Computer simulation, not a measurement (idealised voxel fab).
The process module that follows is named voxel tone inversion.
Cross-section cut: width 290 nm, square cells of 5 nm.
Cross-section layout: square cells on a grid; listed as bands, top to bottom; a band spans one or more cell rows.
Read a band's entry like this: the first values are the height of its top and the height of its bottom in nm, and what follows is the sequence of materials from left to right, each with its width in nm. Note that "empty" is empty space, and that a single material marked "throughout" reaches across the band from edge to edge.
Basically, 0 is our baseline, since under it the wafer straight out of the box is all one material. The bottom band has no lower end and keeps on going down, so it looks like "0 nm and below".
Top row gets the first number, bottom row gets the second, and each row in between changes by the same step: that is how a band width like "30..40" works.
Reading "no change" for a step: not a cell of the cross-section changed in it.
This entry, "Enclosed voids", enumerates those empty regions of no fewer than 8 cells that possess no open connection to the top. Each region is reported in the form width x height at distance, the distance being taken from the left edge, with all three quantities expressed in nm.
Anything after a step's settings on that line? It's the simulator's own note about the step.
The optional step-line setting "overlay nm" applies to steps with a mask and quantifies how far to the right of its planned location the mask lay, a negative value indicating leftward placement.
Intended process steps
1,RECEIVE, material Si
2,CONFORMAL_DEP, material SiCN, thk nm 10
3,DIRECTIONAL_DEP, material polySi, thk nm 15
4,PATTERN, tone cover, mask id POSTS, material resist, width nm 25, pitch nm 45, thk nm 25, overlay nm 0
5,DIRECTIONAL_ETCH, etch materials polySi, depth nm 15
6,STRIP, etch materials resist
7,FILL_DEP, material lowk, thk nm 5
8,CMP, height nm 25
9,STRIP, etch materials polySi
Cross-section: wafer on arrival = after step 1
0 nm and below  Si throughout
Enclosed voids: none
Cross-sectional view of the first of the two wafers upon completion of the module, processed in accordance with the plan
25 nm to 10 nm  lowk 65 nm, empty 25 nm, lowk 20 nm, empty 25 nm, lowk 20 nm, empty 25 nm, lowk 20 nm, empty 25 nm, lowk 65 nm
10 nm to 0 nm  SiCN throughout
0 nm and below  Si throughout
Enclosed voids: none
Wafer two, sectioned after the module: the first wafer's start, the first wafer's plan, and one mistake in how it was run
25 nm to 15 nm  SiCN throughout
15 nm to 0 nm  polySi throughout
0 nm and below  Si throughout
Enclosed voids: none
What went wrong in running the wafer? order of steps 2 and 3 inverted relative to the plan
Counted in cells at the end, the second wafer holds more or fewer of these materials than the first: lowk -114 | polySi +174
